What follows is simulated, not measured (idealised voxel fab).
The following is a process module called voxel self aligned vias.
Square cells of 5 nm make up the cross-section cut, whose width is 210 nm.
For the purposes of this document, a cross-section shall be understood as a grid of square cells, specified as bands listed in top-to-bottom order, each band consisting of one or more rows of cells.
Band: top height; bottom height; in nm. Then, left to right: material with width in nm, for each material. "edge to edge": a single material spanning edge to edge. "blank": empty space.
Height reference: 0 = level under which incoming wafer is all one material. Lowest band: no bottom, runs on downward, e.g. "z 0 and below".
You'd read "30->40" like this: the band's top row of cells is as wide as the first number, its bottom row is as wide as the second, and going down, every row changes width by the same amount as the row before did.
Reading "nothing got changed" for a step: not a cell of the cross-section changed in it.
"Listed closed voids": empty spaces of 8 cells or more with no open way to the top, each given as width x height at distance, distance from the left edge, all in nm.
If you see something after the settings on a step's line, that's the simulator's own remark about that step.
On any step carrying a mask, the "overlay nm" setting, if present on the step's line, tells how far right of its planned place the mask lay; negative values point to the left.

SO HERE'S THE LINEUP OF PROCESS STEPS WE PLANNED
1,op RECEIVE | material Si
2,op CONFORMAL_DEP | material SiO2 | thk nm 15
3,op CONFORMAL_DEP | material SiCN | thk nm 5
4,op DIRECTIONAL_DEP | material SiO2 | thk nm 30
5,op DIRECTIONAL_DEP | material aC | thk nm 15
6,op PATTERN | tone open | mask id LINES | material resist | width nm 30 | pitch nm 65 | thk nm 30 | overlay nm 0
7,op DIRECTIONAL_ETCH | etch materials aC | depth nm 15
8,op STRIP | etch materials resist
9,op DIRECTIONAL_ETCH | etch materials SiO2 | depth nm 30
10,op STRIP | etch materials aC
11,op CONFORMAL_DEP | material TiN | thk nm 5
12,op FILL_DEP | material W | thk nm 10
13,op CMP | height nm 50
14,op SELECTIVE_ETCH | etch materials W Ru TiN | depth nm 5
15,op FILL_DEP | material SiN | thk nm 10
16,op CMP | height nm 50
17,op DIRECTIONAL_DEP | material SiO2 | thk nm 20
18,op PATTERN | tone open | mask id VIAS | material resist | width nm 40 | thk nm 15 | overlay nm 0
19,op DIRECTIONAL_ETCH | etch materials SiO2 | depth nm 20
20,op DIRECTIONAL_ETCH | etch materials SiN | depth nm 5
21,op STRIP | etch materials resist
22,op CONFORMAL_DEP | material TiN | thk nm 5
23,op FILL_DEP | material Ru | thk nm 10
24,op CMP | height nm 70
25,op CONFORMAL_DEP | material SiN | thk nm 5

WAFER AS RECEIVED: CROSS-SECTION FOLLOWING STEP 1
- z 0 and below: Si edge to edge
- Listed closed voids: none

WAFER CROSS-SECTION AT END OF MODULE: START AND PLAN AS SHOWN ABOVE, ONE EXECUTION ERROR
- z 75 to 70: TiN edge to edge
- z 70 to 55: 50 SiO2, 5 TiN, 30 Ru, 5 TiN, 120 SiO2
- z 55 to 50: 50 SiO2, 10 TiN, 20 Ru, 10 TiN, 120 SiO2
- z 50 to 45: 55 SiO2, 30 TiN, 35 SiO2, 30 SiN, 60 SiO2
- z 45 to 25: 55 SiO2, 5 TiN, 20 W, 5 TiN, 35 SiO2, 5 TiN, 20 W, 5 TiN, 60 SiO2
- z 25 to 20: 55 SiO2, 30 TiN, 35 SiO2, 30 TiN, 60 SiO2
- z 20 to 15: SiCN edge to edge
- z 15 to 0: SiO2 edge to edge
- z 0 and below: Si edge to edge
- Listed closed voids: none
Error vs. plan: step 25 changed vs plan, executed as op CONFORMAL_DEP | material TiN | thk nm 5
